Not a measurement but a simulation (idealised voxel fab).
Process module, titled voxel transistor to metal
Xsec cut, 185 nm wide, square cell size 5 nm.
Cross-section = grid of square cells, listed top down in bands; band = one or more rows. Heights first: top, then bottom, in nm. Then materials, left to right, each with a width in nm. "edge to edge" on a single material: fills the band edge to edge. "empty": empty space. Heights are reckoned from 0. Under this level, the received wafer is all of one material. The bottommost band is open-ended downward, for example "0 -> down". The notation "30->40" denotes a width that varies across the rows of cells in the band, beginning at the first number in the top row, finishing at the second number in the bottom row, and changing by an identical amount from each row to the next. The designation "no alterations made", where it is given for a processing step, indicates that no cell of the cross-section was altered in the course of that step. Voids not open to the top, 8 cells minimum: see "Listed closed voids". Written width x height at distance; distance is from the left edge; nm. Anything after a step's settings on that line? It's the simulator's own note about the step. If you see "overlay nm" on a step's line and that step has a mask, it's telling you how far right of where it was planned the mask ended up; a negative number means it went left instead.

-- Here's what the planned process steps look like
1) RECEIVE | material Si
2) OXIDIZE | depth nm 5
3) CONFORMAL_DEP | material SiN | thk nm 10
4) PATTERN | tone cover | mask id ACTIVE | material resist | width nm 115 | thk nm 15 | overlay nm 0
5) DIRECTIONAL_ETCH | etch materials SiN | depth nm 10
6) DIRECTIONAL_ETCH | etch materials SiO2 | depth nm 5
7) DIRECTIONAL_ETCH | etch materials Si | depth nm 35
8) STRIP | etch materials resist
9) OXIDIZE | depth nm 5
10) FILL_DEP | material SiO2 | thk nm 5
11) CMP | height nm 10
12) SELECTIVE_ETCH | etch materials SiO2 | depth nm 5
13) STRIP | etch materials SiN
14) SELECTIVE_ETCH | etch materials SiO2 | depth nm 5
15) OXIDIZE | depth nm 5
16) DIRECTIONAL_DEP | material polySi | thk nm 25
17) DIRECTIONAL_DEP | material SiCN | thk nm 10
18) MASKED_ETCH | tone cover | mask id GATE | width nm 35 | etch materials SiCN | depth nm 20 | overlay nm 0
19) MASKED_ETCH | tone cover | mask id GATE | width nm 35 | etch materials polySi | depth nm 35 | overlay nm 0
20) CONFORMAL_DEP | material SiN | thk nm 10
21) DIRECTIONAL_ETCH | etch materials SiN | depth nm 10
22) DIRECTIONAL_ETCH | etch materials SiO2 | depth nm 5
23) DIRECTIONAL_ETCH | etch materials Si | depth nm 10
24) EPI | material pSi | thk nm 15
25) FILL_DEP | material SiO2 | thk nm 5
26) CMP | height nm 20
27) STRIP | etch materials polySi
28) SELECTIVE_ETCH | etch materials SiO2 | depth nm 5
29) CONFORMAL_DEP | material HfO2 | thk nm 5
30) CONFORMAL_DEP | material TiN | thk nm 5
31) FILL_DEP | material W | thk nm 5
32) CMP | height nm 15
33) DIRECTIONAL_DEP | material SiO2 | thk nm 10
34) DIRECTIONAL_DEP | material aC | thk nm 15
35) PATTERN | tone open | mask id CONTACT | material resist | width nm 15 | pitch nm 90 | thk nm 35 | overlay nm 0
36) DIRECTIONAL_ETCH | etch materials aC | depth nm 15
37) STRIP | etch materials resist
38) DIRECTIONAL_ETCH | etch materials SiO2 | depth nm 30
39) STRIP | etch materials aC
40) CONFORMAL_DEP | material TiN | thk nm 5
41) FILL_DEP | material W | thk nm 10
42) CMP | height nm 25
43) DIRECTIONAL_DEP | material TiN | thk nm 5
44) DIRECTIONAL_DEP | material Ru | thk nm 20
45) MASKED_ETCH | tone cover | mask id METAL_1 | width nm 15 | pitch nm 90 | etch materials Ru | depth nm 20 | overlay nm 0
46) MASKED_ETCH | tone cover | mask id METAL_1 | width nm 15 | pitch nm 90 | etch materials TiN | depth nm 5 | overlay nm 0
47) CONFORMAL_DEP | material SiN | thk nm 5
48) FILL_DEP | material SiO2 | thk nm 10
49) CMP | height nm 50
50) CONFORMAL_DEP | material SiCN | thk nm 5

-- Wafer cross-section on receipt, i.e. after step 1
    0 -> down | Si edge to edge
    Listed closed voids: none

-- a wafer at the end: this start, this plan, one mistake
    55 -> 50 | SiCN edge to edge
    50 -> 30 | 35 of SiO2  5 of SiN  20 of Ru  5 of SiN  60 of SiO2  5 of SiN  20 of Ru  5 of SiN  30 of SiO2
    30 -> 25 | 40 of SiN  20 of TiN  70 of SiN  20 of TiN  35 of SiN
    25 -> 15 | 40 of SiO2  5 of TiN  5 of W  5 of TiN  75 of SiO2  5 of TiN  5 of W  5 of TiN  40 of SiO2
    15 -> 10 | 40 of SiO2  5 of TiN  5 of W  5 of TiN  10 of SiO2  10 of SiN  5 of HfO2  5 of TiN  15 of W  5 of TiN  5 of HfO2  10 of SiN  10 of SiO2  5 of TiN  5 of W  5 of TiN  40 of SiO2
    10 -> 5 | 40 of SiO2  15 of TiN  10 of SiO2  10 of SiN  5 of HfO2  5 of TiN  15 of W  5 of TiN  5 of HfO2  10 of SiN  10 of SiO2  15 of TiN  40 of SiO2
    5 -> 0 | 40 of SiO2  10 of TiN  15 of pSi  10 of SiN  5 of HfO2  5 of TiN  15 of W  5 of TiN  5 of HfO2  10 of SiN  15 of pSi  10 of TiN  40 of SiO2
    0 -> -5 | 30 of SiO2  10 of SiN  10 of TiN  15 of pSi  10 of SiN  5 of HfO2  25 of TiN  5 of HfO2  10 of SiN  15 of pSi  10 of TiN  10 of SiN  30 of SiO2
    -5 -> -10 | 40 of SiO2  25 of pSi  5 of SiO2  45 of HfO2  5 of SiO2  25 of pSi  40 of SiO2
    -10 -> -20 | 40 of SiO2  25 of pSi  55 of Si  25 of pSi  40 of SiO2
    -20 -> -45 | 40 of SiO2  105 of Si  40 of SiO2
    -45 -> down | Si edge to edge
    Listed closed voids: none
What was the processing mistake? heads up, step 45 didn't go per plan, it actually ran as MASKED_ETCH | tone cover | mask id METAL_1 | width nm 20 | pitch nm 90 | etch materials Ru | depth nm 20 | overlay nm 0
